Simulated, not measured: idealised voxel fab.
Herein follows the process module entitled voxel self aligned contacts.
Cross-section cut spans 300 nm and uses square cells 5 nm in size.
Think of the cross-section as a grid of square cells. We describe it in bands, top to bottom, and each band covers one or more rows of those cells.
Basically the band line says how high the top is and how high the bottom is, in nm, and then what's in it from left to right, every material with its width in nm. Empty space shows up as "air", and if a single material carries "all across" it runs the full band edge to edge.
Heights are measured from 0, the level below which the as-received wafer is all one material; the lowest band has no bottom and continues downward, written as in "0 nm and below".
Width: "30->40" (first number = top row, second number = bottom row, same change from row to row of cells).
"no change" (step): cross-section cells unchanged, all of them.
The list in "Catalogued sealed voids" covers empty spaces of 8 cells or more that cannot reach the top through any open way, and it gives each as width x height at distance; the distance is from the left edge, and width, height and distance are in nm.
It should be noted that, on the line of a given step, the content following the step's settings is a remark produced by the simulator itself with respect to that step.
Steps that use a mask can have "overlay nm" on their line. It says how far the mask sat to the right of where it was meant to be. Negative means to the left.
-- Process steps - plan
step 1: RECEIVE | material Si
step 2: OXIDIZE | depth nm 5
step 3: DIRECTIONAL_DEP | material polySi | thk nm 20
step 4: DIRECTIONAL_DEP | material SiN | thk nm 15
step 5: PATTERN | tone cover | mask id GATE | material resist | width nm 35 | pitch nm 60 | thk nm 20 | overlay nm 0
step 6: DIRECTIONAL_ETCH | etch materials SiN | depth nm 15
step 7: DIRECTIONAL_ETCH | etch materials polySi | depth nm 20
step 8: STRIP | etch materials resist
step 9: CONFORMAL_DEP | material SiN | thk nm 5
step 10: DIRECTIONAL_ETCH | etch materials SiN | depth nm 5
step 11: FILL_DEP | material SiO2 | thk nm 15
step 12: CMP | height nm 45
step 13: PATTERN | tone open | mask id CONTACT | material resist | width nm 35 | thk nm 15 | overlay nm 0
step 14: DIRECTIONAL_ETCH | etch materials SiO2 | depth nm 50
step 15: STRIP | etch materials resist
step 16: CONFORMAL_DEP | material TiN | thk nm 5
step 17: FILL_DEP | material Ru | thk nm 10
step 18: CMP | height nm 45
step 19: CONFORMAL_DEP | material SiN | thk nm 5
-- As-received state of the wafer in cross-section, equivalent to post-step 1
    0 nm and below | Si all across
    Catalogued sealed voids: none
-- The cross-section shown corresponds to the wafer at the conclusion of the module. The initial structure and the process plan are those presented above; however, one mistake occurred in executing the plan
    50 nm to 45 nm | SiN all across
    45 nm to 35 nm | polySi all across
    35 nm to 20 nm | 95 polySi; 45 SiN; 15 polySi; 45 SiN; 100 polySi
    20 nm to 0 nm | 95 polySi; 5 SiN; 35 polySi; 5 SiN; 15 polySi; 5 SiN; 35 polySi; 5 SiN; 100 polySi
    0 nm to -5 nm | SiO2 all across
    -5 nm and below | Si all across
    Catalogued sealed voids: none
The plan and the run diverged here: step 11, actual vs plan mismatch, actual run FILL_DEP | material polySi | thk nm 15
